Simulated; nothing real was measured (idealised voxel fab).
Process module name: voxel plated lines
Section cut is 225 nm wide and gridded with 5 nm square cells.
Cross-section format: a grid of square cells, given as bands from top to bottom; each band is one or more rows of cells.
Band entry format. Leading values: height of top, height of bottom, nm. Remainder: materials in left-to-right order, each with its width in nm. Special words: "full width" on a single material, which then fills the band edge to edge; "air", empty space.
Heights are expressed relative to 0, this being the level below which the as-received wafer comprises one material exclusively. The lowest band is unbounded in the downward direction and is denoted as in "0 and below".
Graded width ("30 to 40"): value in top row of band = first number; value in bottom row = second number; row-to-row change constant.
No cell of the cross-section changed in a step that is given as "everything unchanged".
Reported under the label "Trapped void list" are the empty spaces having no open way to the top and comprising 8 cells or more; the notation for each is width x height at distance, in which the distance is measured from the left edge and all three values are in nm.
Past the settings on a step's line: simulator remark, on that step.
overlay nm: mask right of planned place by this much (step with mask). Neg. = left.
These are the steps we planned for the process:
1 RECEIVE: material Si
2 CONFORMAL_DEP: material Al2O3, thk nm 10
3 DIRECTIONAL_DEP: material TiN, thk nm 5
4 PATTERN: tone open, mask id LINES, material resist, width nm 15, pitch nm 40, thk nm 30, overlay nm 0
5 EPI: material Ru, thk nm 5
6 EPI: material Ru, thk nm 5
7 STRIP: etch materials resist
8 DIRECTIONAL_ETCH: etch materials TiN, depth nm 5
9 CONFORMAL_DEP: material SiO2, thk nm 10
First wafer out of two, processed as planned:
Step 1 complete: cross-section of the wafer as received:
> 0 and below: Si full width
> Trapped void list: none
How the wafer stands in section after step 2:
> 10 down to 0: Al2O3 full width
> At heights below 0, the structure remains unaltered.
How the wafer stands in section after step 3:
> 15 down to 10: TiN full width
> At heights below 10, the structure remains unaltered.
How the wafer stands in section after step 4:
> 45 down to 15: resist (85), then air (15), then resist (25), then air (15), then resist (85)
> At heights below 15, the structure remains unaltered.
How the wafer stands in section after step 5:
> 45 down to 20: resist (85), then air (15), then resist (25), then air (15), then resist (85)
> 20 down to 15: resist (85), then Ru (15), then resist (25), then Ru (15), then resist (85)
> At heights below 15, the structure remains unaltered.
How the wafer stands in section after step 6:
> 45 down to 25: resist (85), then air (15), then resist (25), then air (15), then resist (85)
> 25 down to 15: resist (85), then Ru (15), then resist (25), then Ru (15), then resist (85)
> At heights below 15, the structure remains unaltered.
How the wafer stands in section after step 7:
> 25 down to 15: air (85), then Ru (15), then air (25), then Ru (15), then air (85)
> At heights below 15, the structure remains unaltered.
How the wafer stands in section after step 8:
> 25 down to 15: air (85), then Ru (15), then air (25), then Ru (15), then air (85)
> 15 down to 10: air (85), then TiN (15), then air (25), then TiN (15), then air (85)
> At heights below 10, the structure remains unaltered.
How the wafer stands in section after step 9:
> 35 down to 25: air (75), then SiO2 (35), then air (5), then SiO2 (35), then air (75)
> 25 down to 20: air (75), then SiO2 (10), then Ru (15), then SiO2 (10), then air (5), then SiO2 (10), then Ru (15), then SiO2 (10), then air (75)
> 20 down to 15: SiO2 (85), then Ru (15), then SiO2 (25), then Ru (15), then SiO2 (85)
> 15 down to 10: SiO2 (85), then TiN (15), then SiO2 (25), then TiN (15), then SiO2 (85)
> At heights below 10, the structure remains unaltered.
Second wafer: like start, like plan, one mistake. Through step 2 it matches the first wafer:
Second wafer, sectioned view, at step 3's planned end time:
> 15 down to 0: Al2O3 full width
> At heights below 0, the structure remains unaltered.
Second wafer, sectioned view, at step 4's planned end time:
> 45 down to 15: resist (85), then air (15), then resist (25), then air (15), then resist (85)
> At heights below 15, the structure remains unaltered.
Second wafer, sectioned view, at step 5's planned end time: everything unchanged
Second wafer, sectioned view, at step 6's planned end time: everything unchanged
Second wafer, sectioned view, at step 7's planned end time:
> 15 down to 0: Al2O3 full width
> At heights below 0, the structure remains unaltered.
Second wafer, sectioned view, at step 8's planned end time: everything unchanged
Second wafer, sectioned view, at step 9's planned end time:
> 25 down to 15: SiO2 full width
> At heights below 15, the structure remains unaltered.
Processing error: step 3: run off-plan, actual operation and settings DIRECTIONAL_DEP: material Al2O3, thk nm 5
Looking at both finished wafers in cells, the second ends up ahead of or behind the first on some materials: Al2O3 +45; Ru -12; SiO2 -24; TiN -6
